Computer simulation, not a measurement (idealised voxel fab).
A process module follows: voxel transistor to metal.
165 nm wide, 5 nm square cells: that's cross-section cut.
Notation: cross-section as square-cell grid; stated in bands, top first, going down; one or more cell rows per band.
What a band's entry tells you: where the top is and where the bottom is, as heights in nm, and after that what lies inside, material by material from left to right, each with its width in nm. Empty space is written as the word "empty", and a single material marked with the word "full width" occupies the band from edge to edge.
The level at which height equals 0 is the one under which the wafer, as it arrives, is entirely one material. No lower edge exists for the bottom band, which continues downward and is notated as in "0 -> down".
Quick explanation for "30..40": the width changes in equal steps down the rows of cells, from the first number in the band's top row to the second number in its bottom row.
Step marked "no modification"? Then no cell in the cross-section changed in it.
"Enclosed internal cavities": empty spaces of 8 cells or more with no open way to the top, each given as width x height at distance, distance from the left edge, all in nm.
Whatever follows a step's settings on its line is a remark the simulator itself makes about that step.
Steps that use a mask can have "overlay nm" on their line. It says how far the mask sat to the right of where it was meant to be. Negative means to the left.
# Below is the list of planned process steps
1: RECEIVE (material Si)
2: CONFORMAL_DEP (material SiO2; thk nm 5)
3: CONFORMAL_DEP (material SiN; thk nm 10)
4: PATTERN (tone cover; mask id ACTIVE; material resist; width nm 115; thk nm 20; overlay nm 0)
5: DIRECTIONAL_ETCH (etch materials SiN; depth nm 10)
6: DIRECTIONAL_ETCH (etch materials SiO2; depth nm 5)
7: DIRECTIONAL_ETCH (etch materials Si; depth nm 25)
8: STRIP (etch materials resist)
9: FILL_DEP (material SiO2; thk nm 10)
10: CMP (height nm 15)
11: SELECTIVE_ETCH (etch materials SiO2; depth nm 10)
12: STRIP (etch materials SiN)
13: SELECTIVE_ETCH (etch materials SiO2; depth nm 5)
14: OXIDIZE (depth nm 5)
15: DIRECTIONAL_DEP (material polySi; thk nm 25)
16: DIRECTIONAL_DEP (material SiCN; thk nm 15)
17: MASKED_ETCH (tone cover; mask id GATE; width nm 25; etch materials SiCN; depth nm 25; overlay nm 0)
18: MASKED_ETCH (tone cover; mask id GATE; width nm 25; etch materials polySi; depth nm 35; overlay nm 0)
19: CONFORMAL_DEP (material SiN; thk nm 10)
20: DIRECTIONAL_ETCH (etch materials SiN; depth nm 10)
21: DIRECTIONAL_ETCH (etch materials SiO2; depth nm 5)
22: DIRECTIONAL_ETCH (etch materials Si; depth nm 15)
23: EPI (material nSi; thk nm 20)
24: FILL_DEP (material SiO2; thk nm 5)
25: CMP (height nm 25)
26: STRIP (etch materials polySi)
27: SELECTIVE_ETCH (etch materials SiO2; depth nm 5)
28: CONFORMAL_DEP (material HfO2; thk nm 5)
29: CONFORMAL_DEP (material TiN; thk nm 5)
30: FILL_DEP (material W; thk nm 5)
31: CMP (height nm 20)
32: DIRECTIONAL_DEP (material SiO2; thk nm 10)
33: PATTERN (tone open; mask id CONTACT; material resist; width nm 20; pitch nm 75; thk nm 20; overlay nm 0)
34: DIRECTIONAL_ETCH (etch materials SiO2; depth nm 30)
35: STRIP (etch materials resist)
36: CONFORMAL_DEP (material TiN; thk nm 5)
37: FILL_DEP (material W; thk nm 5)
38: CMP (height nm 30)
39: CONFORMAL_DEP (material SiCN; thk nm 5)
40: DIRECTIONAL_DEP (material lowk; thk nm 20)
41: DIRECTIONAL_DEP (material aC; thk nm 15)
42: PATTERN (tone open; mask id METAL_1; material resist; width nm 20; pitch nm 75; thk nm 30; overlay nm 0)
43: DIRECTIONAL_ETCH (etch materials aC; depth nm 15)
44: STRIP (etch materials resist)
45: DIRECTIONAL_ETCH (etch materials lowk; depth nm 20)
46: DIRECTIONAL_ETCH (etch materials SiCN; depth nm 5)
47: STRIP (etch materials aC)
48: CONFORMAL_DEP (material TiN; thk nm 5)
49: FILL_DEP (material Cu; thk nm 5)
50: CMP (height nm 55)
51: EPI (material Ru; thk nm 5)
52: FILL_DEP (material SiCN; thk nm 5)
53: DIRECTIONAL_DEP (material lowk; thk nm 30)
54: MASKED_ETCH (tone open; mask id METAL_2; width nm 20; pitch nm 75; etch materials lowk; depth nm 15; overlay nm 0)
55: MASKED_ETCH (tone open; mask id METAL_2_HOLES; width nm 15; pitch nm 75; etch materials lowk; depth nm 15; overlay nm 0)
56: MASKED_ETCH (tone open; mask id METAL_2_HOLES; width nm 15; pitch nm 75; etch materials SiCN; depth nm 5; overlay nm 0)
57: CONFORMAL_DEP (material TiN; thk nm 5)
58: FILL_DEP (material Cu; thk nm 5)
59: CMP (height nm 95)
60: CONFORMAL_DEP (material SiCN; thk nm 5)
# As-received wafer cross-section (after step 1)
- 0 -> down  Si full width
- Enclosed internal cavities: none
# Look at the cross-section after the module: the wafer started out the way shown above and the plan was the one shown above, yet one mistake was made along the way
- 100 -> 95  SiCN full width
- 95 -> 85  lowk 35 nm, then TiN 5 nm, then Cu 15 nm, then TiN 5 nm, then lowk 50 nm, then TiN 5 nm, then Cu 15 nm, then TiN 5 nm, then lowk 30 nm
- 85 -> 80  lowk 35 nm, then TiN 5 nm, then Cu 5 nm, then TiN 15 nm, then lowk 50 nm, then TiN 5 nm, then Cu 5 nm, then TiN 15 nm, then lowk 30 nm
- 80 -> 65  lowk 35 nm, then TiN 5 nm, then Cu 5 nm, then TiN 5 nm, then lowk 60 nm, then TiN 5 nm, then Cu 5 nm, then TiN 5 nm, then lowk 40 nm
- 65 -> 60  SiCN 35 nm, then TiN 15 nm, then SiCN 60 nm, then TiN 15 nm, then SiCN 40 nm
- 60 -> 55  SiCN 30 nm, then Ru 30 nm, then SiCN 45 nm, then Ru 30 nm, then SiCN 30 nm
- 55 -> 35  lowk 35 nm, then TiN 5 nm, then Cu 10 nm, then TiN 5 nm, then lowk 55 nm, then TiN 5 nm, then Cu 10 nm, then TiN 5 nm, then lowk 35 nm
- 35 -> 30  SiCN 35 nm, then TiN 20 nm, then SiCN 55 nm, then TiN 20 nm, then SiCN 35 nm
- 30 -> 20  SiO2 35 nm, then TiN 5 nm, then W 10 nm, then TiN 5 nm, then SiO2 55 nm, then TiN 5 nm, then W 10 nm, then TiN 5 nm, then SiO2 35 nm
- 20 -> 15  SiO2 35 nm, then TiN 20 nm, then SiO2 5 nm, then SiN 10 nm, then HfO2 5 nm, then TiN 5 nm, then W 5 nm, then TiN 5 nm, then HfO2 5 nm, then SiN 10 nm, then SiO2 5 nm, then TiN 20 nm, then SiO2 35 nm
- 15 -> 5  SiO2 35 nm, then TiN 5 nm, then nSi 20 nm, then SiN 10 nm, then HfO2 5 nm, then TiN 5 nm, then W 5 nm, then TiN 5 nm, then HfO2 5 nm, then SiN 10 nm, then nSi 20 nm, then TiN 5 nm, then SiO2 35 nm
- 5 -> 0  SiO2 35 nm, then TiN 5 nm, then nSi 20 nm, then SiN 10 nm, then HfO2 5 nm, then TiN 15 nm, then HfO2 5 nm, then SiN 10 nm, then nSi 20 nm, then TiN 5 nm, then SiO2 35 nm
- 0 -> -5  SiO2 20 nm, then nSi 40 nm, then SiO2 5 nm, then HfO2 35 nm, then SiO2 5 nm, then nSi 40 nm, then SiO2 20 nm
- -5 -> -20  SiO2 25 nm, then nSi 35 nm, then Si 45 nm, then nSi 35 nm, then SiO2 25 nm
- -20 -> -25  SiO2 25 nm, then Si 115 nm, then SiO2 25 nm
- -25 -> down  Si full width
- Enclosed internal cavities: none
Short version of what went wrong: it should be noted that step 54 was executed with settings other than those planned, the operation and settings actually applied being MASKED_ETCH (tone open; mask id METAL_2; width nm 25; pitch nm 75; etch materials lowk; depth nm 15; overlay nm 0)
